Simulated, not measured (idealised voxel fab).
Herein follows the process module entitled voxel self aligned contacts.
Shown is cross-section cut, with a width of 200 nm and square cells of size 5 nm.
We lay out every cross-section as a grid of square cells and spell it out in bands from the top down, where one band means one or more rows of cells.
The band entry comprises the height of the band's top followed by the height of its bottom, expressed in nm, and subsequently the band's materials from left to right, each stated together with its width in nm. Where a single material is marked with the word "everywhere", that material fills the band from edge to edge. The word "blank" represents empty space.
Zero point of the height axis is 0; under it, received wafer = one material. Lowest band: continues down indefinitely, "top 0, no bottom".
Graded width ("30..40"): value in top row of band = first number; value in bottom row = second number; row-to-row change constant.
"no alteration", as given for a step, is the statement that not any cell of the cross-section underwent a change during that step.
"Enclosed voids" specifies each empty space that is not open to the top and that occupies no fewer than 8 cells, using the form width x height at distance, the distance measured from the left edge and all three quantities in nm.
Post-settings text on a step line: simulator's own remark regarding the step.
A step's line can hold "overlay nm"; with a mask on that step, the setting says how far right of the planned place the mask lay, while a negative setting says it lay to the left.

**These are the steps we planned for the process**
step 1: RECEIVE | material Si
step 2: CONFORMAL_DEP | material SiO2 | thk nm 5
step 3: DIRECTIONAL_DEP | material polySi | thk nm 30
step 4: DIRECTIONAL_DEP | material SiN | thk nm 20
step 5: DIRECTIONAL_DEP | material aC | thk nm 15
step 6: PATTERN | tone cover | mask id GATE | material resist | width nm 25 | pitch nm 60 | thk nm 30 | overlay nm 0
step 7: DIRECTIONAL_ETCH | etch materials aC | depth nm 15
step 8: STRIP | etch materials resist
step 9: DIRECTIONAL_ETCH | etch materials SiN | depth nm 20
step 10: DIRECTIONAL_ETCH | etch materials polySi | depth nm 30
step 11: STRIP | etch materials aC
step 12: CONFORMAL_DEP | material SiN | thk nm 10
step 13: DIRECTIONAL_ETCH | etch materials SiN | depth nm 10
step 14: FILL_DEP | material SiO2 | thk nm 15
step 15: CMP | height nm 60
step 16: MASKED_ETCH | tone open | mask id CONTACT | width nm 45 | etch materials SiO2 | depth nm 60 | overlay nm 0
step 17: CONFORMAL_DEP | material TiN | thk nm 5
step 18: FILL_DEP | material Ru | thk nm 5
step 19: CMP | height nm 60
step 20: CONFORMAL_DEP | material SiN | thk nm 5

**First of the two wafers, run per plan**

**This is the cross-section of the wafer as we received it, i.e. after step 1**
    top 0, no bottom  Si everywhere
    Enclosed voids: none

**After step 2, in cross-section**
    top 5, bottom 0  SiO2 everywhere
    Below 0, no change.

**After step 3, in cross-section**
    top 35, bottom 5  polySi everywhere
    Below 5, no change.

**After step 4, in cross-section**
    top 55, bottom 35  SiN everywhere
    Below 35, no change.

**After step 5, in cross-section**
    top 70, bottom 55  aC everywhere
    Below 55, no change.

**After step 6, in cross-section**
    top 100, bottom 70  55 blank; 25 resist; 35 blank; 25 resist; 60 blank
    Below 70, no change.

**After step 7, in cross-section**
    top 85, bottom 70  55 blank; 25 resist; 35 blank; 25 resist; 60 blank
    top 70, bottom 55  55 blank; 25 aC; 35 blank; 25 aC; 60 blank
    Below 55, no change.

**After step 8, in cross-section**
    top 70, bottom 55  55 blank; 25 aC; 35 blank; 25 aC; 60 blank
    Below 55, no change.

**After step 9, in cross-section**
    top 70, bottom 55  55 blank; 25 aC; 35 blank; 25 aC; 60 blank
    top 55, bottom 35  55 blank; 25 SiN; 35 blank; 25 SiN; 60 blank
    Below 35, no change.

**After step 10, in cross-section**
    top 70, bottom 55  55 blank; 25 aC; 35 blank; 25 aC; 60 blank
    top 55, bottom 35  55 blank; 25 SiN; 35 blank; 25 SiN; 60 blank
    top 35, bottom 5  55 blank; 25 polySi; 35 blank; 25 polySi; 60 blank
    Below 5, no change.

**After step 11, in cross-section**
    top 55, bottom 35  55 blank; 25 SiN; 35 blank; 25 SiN; 60 blank
    Below 35, no change.

**After step 12, in cross-section**
    top 65, bottom 35  45 blank; 45 SiN; 15 blank; 45 SiN; 50 blank
    top 35, bottom 15  45 blank; 10 SiN; 25 polySi; 10 SiN; 15 blank; 10 SiN; 25 polySi; 10 SiN; 50 blank
    top 15, bottom 5  55 SiN; 25 polySi; 35 SiN; 25 polySi; 60 SiN
    Below 5, no change.

**After step 13, in cross-section**
    top 55, bottom 35  45 blank; 45 SiN; 15 blank; 45 SiN; 50 blank
    top 35, bottom 5  45 blank; 10 SiN; 25 polySi; 10 SiN; 15 blank; 10 SiN; 25 polySi; 10 SiN; 50 blank
    Below 5, no change.

**After step 14, in cross-section**
    top 70, bottom 55  SiO2 everywhere
    top 55, bottom 35  45 SiO2; 45 SiN; 15 SiO2; 45 SiN; 50 SiO2
    top 35, bottom 5  45 SiO2; 10 SiN; 25 polySi; 10 SiN; 15 SiO2; 10 SiN; 25 polySi; 10 SiN; 50 SiO2
    Below 5, no change.

**After step 15, in cross-section**
    top 60, bottom 55  SiO2 everywhere
    Below 55, no change.

**After step 16, in cross-section**
    top 60, bottom 55  75 SiO2; 45 blank; 80 SiO2
    top 55, bottom 35  45 SiO2; 45 SiN; 15 blank; 45 SiN; 50 SiO2
    top 35, bottom 5  45 SiO2; 10 SiN; 25 polySi; 10 SiN; 15 blank; 10 SiN; 25 polySi; 10 SiN; 50 SiO2
    top 5, bottom 0  90 SiO2; 15 blank; 95 SiO2
    Below 0, no change.

**After step 17, in cross-section**
    top 65, bottom 60  80 TiN; 35 blank; 85 TiN
    top 60, bottom 55  75 SiO2; 20 TiN; 5 blank; 20 TiN; 80 SiO2
    top 55, bottom 35  45 SiO2; 45 SiN; 5 TiN; 5 blank; 5 TiN; 45 SiN; 50 SiO2
    top 35, bottom 5  45 SiO2; 10 SiN; 25 polySi; 10 SiN; 5 TiN; 5 blank; 5 TiN; 10 SiN; 25 polySi; 10 SiN; 50 SiO2
    top 5, bottom 0  90 SiO2; 15 TiN; 95 SiO2
    Below 0, no change.

**After step 18, in cross-section**
    top 70, bottom 65  Ru everywhere
    top 65, bottom 60  80 TiN; 35 Ru; 85 TiN
    top 60, bottom 55  75 SiO2; 20 TiN; 5 Ru; 20 TiN; 80 SiO2
    top 55, bottom 35  45 SiO2; 45 SiN; 5 TiN; 5 Ru; 5 TiN; 45 SiN; 50 SiO2
    top 35, bottom 5  45 SiO2; 10 SiN; 25 polySi; 10 SiN; 5 TiN; 5 Ru; 5 TiN; 10 SiN; 25 polySi; 10 SiN; 50 SiO2
    Below 5, no change.

**After step 19, in cross-section**
    top 60, bottom 55  75 SiO2; 20 TiN; 5 Ru; 20 TiN; 80 SiO2
    Below 55, no change.

**After step 20, in cross-section**
    top 65, bottom 60  SiN everywhere
    Below 60, no change.

**second wafer: like start, like plan, one mistake. Through step 2 it matches the first wafer**

**Cross-section of the second wafer when, according to plan, step 3 should have finished**
    top 65, bottom 5  polySi everywhere
    Below 5, no change.

**Cross-section of the second wafer when, according to plan, step 4 should have finished**
    top 85, bottom 65  SiN everywhere
    Below 65, no change.

**Cross-section of the second wafer when, according to plan, step 5 should have finished**
    top 100, bottom 85  aC everywhere
    Below 85, no change.

**Cross-section of the second wafer when, according to plan, step 6 should have finished**
    top 130, bottom 100  55 blank; 25 resist; 35 blank; 25 resist; 60 blank
    Below 100, no change.

**Cross-section of the second wafer when, according to plan, step 7 should have finished**
    top 115, bottom 100  55 blank; 25 resist; 35 blank; 25 resist; 60 blank
    top 100, bottom 85  55 blank; 25 aC; 35 blank; 25 aC; 60 blank
    Below 85, no change.

**Cross-section of the second wafer when, according to plan, step 8 should have finished**
    top 100, bottom 85  55 blank; 25 aC; 35 blank; 25 aC; 60 blank
    Below 85, no change.

**Cross-section of the second wafer when, according to plan, step 9 should have finished**
    top 100, bottom 85  55 blank; 25 aC; 35 blank; 25 aC; 60 blank
    top 85, bottom 65  55 blank; 25 SiN; 35 blank; 25 SiN; 60 blank
    Below 65, no change.

**Cross-section of the second wafer when, according to plan, step 10 should have finished**
    top 100, bottom 85  55 blank; 25 aC; 35 blank; 25 aC; 60 blank
    top 85, bottom 65  55 blank; 25 SiN; 35 blank; 25 SiN; 60 blank
    top 65, bottom 35  55 blank; 25 polySi; 35 blank; 25 polySi; 60 blank
    Below 35, no change.

**Cross-section of the second wafer when, according to plan, step 11 should have finished**
    top 85, bottom 65  55 blank; 25 SiN; 35 blank; 25 SiN; 60 blank
    Below 65, no change.

**Cross-section of the second wafer when, according to plan, step 12 should have finished**
    top 95, bottom 65  45 blank; 45 SiN; 15 blank; 45 SiN; 50 blank
    top 65, bottom 45  45 blank; 10 SiN; 25 polySi; 10 SiN; 15 blank; 10 SiN; 25 polySi; 10 SiN; 50 blank
    top 45, bottom 35  55 SiN; 25 polySi; 35 SiN; 25 polySi; 60 SiN
    Below 35, no change.

**Cross-section of the second wafer when, according to plan, step 13 should have finished**
    top 85, bottom 65  45 blank; 45 SiN; 15 blank; 45 SiN; 50 blank
    top 65, bottom 35  45 blank; 10 SiN; 25 polySi; 10 SiN; 15 blank; 10 SiN; 25 polySi; 10 SiN; 50 blank
    Below 35, no change.

**Cross-section of the second wafer when, according to plan, step 14 should have finished**
    top 100, bottom 85  SiO2 everywhere
    top 85, bottom 65  45 SiO2; 45 SiN; 15 SiO2; 45 SiN; 50 SiO2
    top 65, bottom 35  45 SiO2; 10 SiN; 25 polySi; 10 SiN; 15 SiO2; 10 SiN; 25 polySi; 10 SiN; 50 SiO2
    Below 35, no change.

**Cross-section of the second wafer when, according to plan, step 15 should have finished**
    top 60, bottom 35  45 SiO2; 10 SiN; 25 polySi; 10 SiN; 15 SiO2; 10 SiN; 25 polySi; 10 SiN; 50 SiO2
    Below 35, no change.

**Cross-section of the second wafer when, according to plan, step 16 should have finished**
    top 60, bottom 35  45 SiO2; 10 SiN; 25 polySi; 10 SiN; 15 blank; 10 SiN; 25 polySi; 10 SiN; 50 SiO2
    Below 35, no change.

**Cross-section of the second wafer when, according to plan, step 17 should have finished**
    top 65, bottom 60  95 TiN; 5 blank; 100 TiN
    top 60, bottom 40  45 SiO2; 10 SiN; 25 polySi; 10 SiN; 5 TiN; 5 blank; 5 TiN; 10 SiN; 25 polySi; 10 SiN; 50 SiO2
    top 40, bottom 35  45 SiO2; 10 SiN; 25 polySi; 10 SiN; 15 TiN; 10 SiN; 25 polySi; 10 SiN; 50 SiO2
    Below 35, no change.

**Cross-section of the second wafer when, according to plan, step 18 should have finished**
    top 70, bottom 65  Ru everywhere
    top 65, bottom 60  95 TiN; 5 Ru; 100 TiN
    top 60, bottom 40  45 SiO2; 10 SiN; 25 polySi; 10 SiN; 5 TiN; 5 Ru; 5 TiN; 10 SiN; 25 polySi; 10 SiN; 50 SiO2
    Below 40, no change.

**Cross-section of the second wafer when, according to plan, step 19 should have finished**
    top 60, bottom 40  45 SiO2; 10 SiN; 25 polySi; 10 SiN; 5 TiN; 5 Ru; 5 TiN; 10 SiN; 25 polySi; 10 SiN; 50 SiO2
    Below 40, no change.

**Cross-section of the second wafer when, according to plan, step 20 should have finished**
    top 65, bottom 60  SiN everywhere
    Below 60, no change.
It is concluded that the wafer was processed incorrectly with respect to the plan, in that plan step 3 ran twice
End of process, cell counts, second wafer against first, materials with more or fewer: Ru: 7 fewer | SiN: 80 fewer | SiO2: 123 fewer | TiN: 20 fewer | polySi: 230 more
